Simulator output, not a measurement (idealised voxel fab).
The process module presented herein is designated voxel transistor to metal.
FYI the section here is cut, 285 nm wide, cells are 5 nm squares.
Cross-section format: a grid of square cells, given as bands from top to bottom; each band is one or more rows of cells. What a band's entry tells you: where the top is and where the bottom is, as heights in nm, and after that what lies inside, material by material from left to right, each with its width in nm. Empty space is written as the word "empty", and a single material marked with the word "edge to edge" occupies the band from edge to edge. Heights from 0 (as-received wafer is one material below). Bottom band endless downward, as "0 and below". A width given as "30->40" starts at the first number in the band's top row and ends at the second number in its bottom row, shifting by an equal amount at every step from row to row. For the purposes of this document, the phrase "all unchanged" attached to a step denotes that no cell within the cross-section was modified by that step. The entry titled "Fully sealed cavities" provides the empty spaces that have no open way to the top, restricted to those of 8 cells or more. Each is presented as width x height at distance, the distance being measured from the left edge, with all three in nm. Step line, after settings: the simulator's comment on this step. The setting "overlay nm" may be written on the line of a step. When the step uses a mask, the value reports how far to the right of the planned place the mask lay, and a negative value reports that it lay to the left.

## Intended process steps
1. RECEIVE: material Si
2. OXIDIZE: depth nm 5
3. CONFORMAL_DEP: material SiN, thk nm 10
4. PATTERN: tone cover, mask id ACTIVE, material resist, width nm 115, pitch nm 135, thk nm 15, overlay nm 0
5. DIRECTIONAL_ETCH: etch materials SiN, depth nm 10
6. DIRECTIONAL_ETCH: etch materials SiO2, depth nm 5
7. DIRECTIONAL_ETCH: etch materials Si, depth nm 20
8. STRIP: etch materials resist
9. FILL_DEP: material SiO2, thk nm 15
10. CMP: height nm 10
11. SELECTIVE_ETCH: etch materials SiO2, depth nm 10
12. STRIP: etch materials SiN
13. SELECTIVE_ETCH: etch materials SiO2, depth nm 5
14. OXIDIZE: depth nm 5
15. DIRECTIONAL_DEP: material polySi, thk nm 25
16. DIRECTIONAL_DEP: material SiCN, thk nm 10
17. MASKED_ETCH: tone cover, mask id GATE, width nm 15, pitch nm 135, etch materials SiCN, depth nm 20, overlay nm 0
18. MASKED_ETCH: tone cover, mask id GATE, width nm 15, pitch nm 135, etch materials polySi, depth nm 35, overlay nm 0
19. CONFORMAL_DEP: material SiN, thk nm 5
20. DIRECTIONAL_ETCH: etch materials SiN, depth nm 5
21. DIRECTIONAL_ETCH: etch materials SiO2, depth nm 5
22. EPI: material nSi, thk nm 5
23. FILL_DEP: material SiO2, thk nm 5
24. CMP: height nm 30
25. DIRECTIONAL_DEP: material SiO2, thk nm 15
26. MASKED_ETCH: tone open, mask id CONTACT, width nm 20, etch materials SiO2, depth nm 50, overlay nm 0
27. CONFORMAL_DEP: material TiN, thk nm 5
28. FILL_DEP: material W, thk nm 5
29. CMP: height nm 45
30. CONFORMAL_DEP: material SiCN, thk nm 5
31. DIRECTIONAL_DEP: material SiO2, thk nm 25
32. PATTERN: tone open, mask id METAL_1, material resist, width nm 20, thk nm 20, overlay nm 0
33. DIRECTIONAL_ETCH: etch materials SiO2, depth nm 25
34. DIRECTIONAL_ETCH: etch materials SiCN, depth nm 5
35. STRIP: etch materials resist
36. CONFORMAL_DEP: material TiN, thk nm 5
37. FILL_DEP: material Cu, thk nm 10
38. CMP: height nm 75
39. CONFORMAL_DEP: material SiCN, thk nm 5

## Incoming wafer in cross-section (state: after step 1)
	0 and below = Si edge to edge
	Fully sealed cavities: none

## Wafer cross-section at end of module: start and plan as shown above, one execution error
	80 down to 75 = SiCN edge to edge
	75 down to 50 = SiO2 (25) / TiN (5) / Cu (10) / TiN (5) / SiO2 (55) / TiN (5) / Cu (10) / TiN (5) / SiO2 (40) / TiN (5) / Cu (10) / TiN (5) / SiO2 (55) / TiN (5) / Cu (10) / TiN (5) / SiO2 (30)
	50 down to 45 = SiCN (25) / TiN (20) / SiCN (55) / TiN (20) / SiCN (40) / TiN (20) / SiCN (55) / TiN (20) / SiCN (30)
	45 down to 30 = SiO2 (25) / TiN (5) / W (10) / TiN (5) / SiO2 (55) / TiN (5) / W (10) / TiN (5) / SiO2 (40) / TiN (5) / W (10) / TiN (5) / SiO2 (55) / TiN (5) / W (10) / TiN (5) / SiO2 (30)
	30 down to 20 = SiO2 (25) / TiN (5) / W (10) / TiN (5) / SiO2 (15) / SiN (5) / SiCN (20) / SiN (5) / SiO2 (10) / TiN (5) / W (10) / TiN (5) / SiO2 (40) / TiN (5) / W (10) / TiN (5) / SiO2 (15) / SiN (5) / SiCN (20) / SiN (5) / SiO2 (10) / TiN (5) / W (10) / TiN (5) / SiO2 (30)
	20 down to 0 = SiO2 (25) / TiN (5) / W (10) / TiN (5) / SiO2 (15) / SiN (5) / polySi (20) / SiN (5) / SiO2 (10) / TiN (5) / W (10) / TiN (5) / SiO2 (40) / TiN (5) / W (10) / TiN (5) / SiO2 (15) / SiN (5) / polySi (20) / SiN (5) / SiO2 (10) / TiN (5) / W (10) / TiN (5) / SiO2 (30)
	0 down to -5 = SiO2 (25) / TiN (20) / SiO2 (15) / SiN (5) / polySi (20) / SiN (5) / SiO2 (10) / TiN (20) / SiO2 (40) / TiN (20) / SiO2 (15) / SiN (5) / polySi (20) / SiN (5) / SiO2 (10) / TiN (20) / SiO2 (30)
	-5 down to -10 = SiO2 (10) / nSi (50) / SiO2 (30) / nSi (45) / SiO2 (10) / nSi (50) / SiO2 (30) / nSi (45) / SiO2 (15)
	-10 down to -25 = SiO2 (15) / Si (115) / SiO2 (20) / Si (115) / SiO2 (20)
	-25 and below = Si edge to edge
	Fully sealed cavities: none
Heads up, the wafer didn't run the way we planned it: step 17 changed vs plan, executed as MASKED_ETCH: tone cover, mask id GATE, width nm 20, pitch nm 135, etch materials SiCN, depth nm 20, overlay nm 0
